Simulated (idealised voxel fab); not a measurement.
This section sets out a process module, namely voxel capacitor over wiring.
Displayed cross-section: cut, width of 245 nm, square cells sized 5 nm.
Bands, listed from the top down, are how a cross-section gets written in this document; the cross-section itself is a grid of square cells, and a band is one or more rows of them. Band: top height; bottom height; in nm. Then, left to right: material with width in nm, for each material. "edge to edge": a single material spanning edge to edge. "blank": empty space. Zero point of the height axis is 0; under it, received wafer = one material. Lowest band: continues down indefinitely, "0 down". The two numbers in a width such as "30 to 40" mark its ends across the band: the first belongs to the top row of cells, the second to the bottom row, and from each row to the next the width moves by the same amount. Reading "no change occurred" for a step: not a cell of the cross-section changed in it. What "Closed internal cavities" gives you is every empty space of 8 cells or more that is cut off from the top. Each appears as width x height at distance, with the distance taken from the left edge and width, height and distance all in nm. after a step's settings: what the simulator itself notes on the step. overlay nm: how far to the right of its planned place the mask lay on this masked step (negative: to the left).
Set out below are the planned steps of the process:
| 1 | RECEIVE [material Si] |
| 2 | CONFORMAL_DEP [material SiO2] [thk nm 10] |
| 3 | CONFORMAL_DEP [material SiN] [thk nm 5] |
| 4 | DIRECTIONAL_DEP [material SiO2] [thk nm 15] |
| 5 | DIRECTIONAL_DEP [material aC] [thk nm 15] |
| 6 | PATTERN [tone open] [mask id METAL_1] [material resist] [width nm 25] [pitch nm 75] [thk nm 30] [overlay nm 0] |
| 7 | DIRECTIONAL_ETCH [etch materials aC] [depth nm 15] |
| 8 | STRIP [etch materials resist] |
| 9 | DIRECTIONAL_ETCH [etch materials SiO2] [depth nm 15] |
| 10 | DIRECTIONAL_ETCH [etch materials SiN] [depth nm 5] |
| 11 | STRIP [etch materials aC] |
| 12 | CONFORMAL_DEP [material TiN] [thk nm 5] |
| 13 | FILL_DEP [material Cu] [thk nm 5] |
| 14 | CMP [height nm 30] |
| 15 | CONFORMAL_DEP [material SiCN] [thk nm 5] |
| 16 | DIRECTIONAL_DEP [material lowk] [thk nm 15] |
| 17 | PATTERN [tone open] [mask id PLUG_1] [material resist] [width nm 15] [thk nm 20] [overlay nm 0] |
| 18 | DIRECTIONAL_ETCH [etch materials lowk] [depth nm 15] |
| 19 | DIRECTIONAL_ETCH [etch materials SiCN] [depth nm 5] |
| 20 | STRIP [etch materials resist] |
| 21 | CONFORMAL_DEP [material TiN] [thk nm 5] |
| 22 | FILL_DEP [material Ru] [thk nm 10] |
| 23 | CMP [height nm 50] |
| 24 | DIRECTIONAL_DEP [material TiN] [thk nm 10] |
| 25 | DIRECTIONAL_DEP [material HfO2] [thk nm 5] |
| 26 | DIRECTIONAL_DEP [material TiN] [thk nm 10] |
| 27 | MASKED_ETCH [tone cover] [mask id UPPER_PLATE] [width nm 55] [etch materials TiN] [depth nm 10] [overlay nm 0] |
| 28 | MASKED_ETCH [tone cover] [mask id UPPER_PLATE] [width nm 55] [etch materials HfO2] [depth nm 5] [overlay nm 0] |
| 29 | PATTERN [tone cover] [mask id LOWER_PLATE] [material resist] [width nm 65] [thk nm 20] [overlay nm 0] |
| 30 | DIRECTIONAL_ETCH [etch materials TiN] [depth nm 10] |
| 31 | STRIP [etch materials resist] |
| 32 | FILL_DEP [material SiO2] [thk nm 15] |
| 33 | CMP [height nm 85] |
| 34 | DIRECTIONAL_DEP [material aC] [thk nm 10] |
| 35 | PATTERN [tone open] [mask id PLUG_2] [material resist] [width nm 15] [thk nm 30] [overlay nm 0] |
| 36 | DIRECTIONAL_ETCH [etch materials aC] [depth nm 10] |
| 37 | STRIP [etch materials resist] |
| 38 | DIRECTIONAL_ETCH [etch materials SiO2] [depth nm 10] |
| 39 | STRIP [etch materials aC] |
| 40 | CONFORMAL_DEP [material TiN] [thk nm 5] |
| 41 | FILL_DEP [material Ru] [thk nm 10] |
| 42 | CMP [height nm 85] |
| 43 | CONFORMAL_DEP [material SiN] [thk nm 5] |
Cross-section of the wafer upon arrival, representing the state reached after step 1:
- 0 down  Si edge to edge
- Closed internal cavities: none
What the wafer looks like in cross-section after this module, when it starts as shown above and follows the plan above but one mistake is made in running it:
- 90 to 85  SiN edge to edge
- 85 to 80  Ru 85 nm, TiN 5 nm, SiO2 15 nm, TiN 5 nm, Ru 135 nm
- 80 to 75  TiN 90 nm, SiO2 15 nm, TiN 140 nm
- 75 to 65  SiO2 80 nm, TiN 55 nm, SiO2 110 nm
- 65 to 60  SiO2 80 nm, HfO2 55 nm, SiO2 110 nm
- 60 to 50  SiO2 75 nm, TiN 65 nm, SiO2 105 nm
- 50 to 35  lowk 80 nm, TiN 5 nm, Ru 5 nm, TiN 5 nm, lowk 150 nm
- 35 to 30  SiCN 80 nm, TiN 15 nm, SiCN 150 nm
- 30 to 15  SiO2 70 nm, TiN 5 nm, Cu 15 nm, TiN 5 nm, SiO2 50 nm, TiN 5 nm, Cu 15 nm, TiN 5 nm, SiO2 75 nm
- 15 to 10  SiN 70 nm, TiN 25 nm, SiN 50 nm, TiN 25 nm, SiN 75 nm
- 10 to 0  SiO2 edge to edge
- 0 down  Si edge to edge
- Closed internal cavities: none
Plan not followed: step 35 did not happen as planned, as run it was PATTERN [tone cover] [mask id PLUG_2] [material resist] [width nm 15] [thk nm 30] [overlay nm 0]
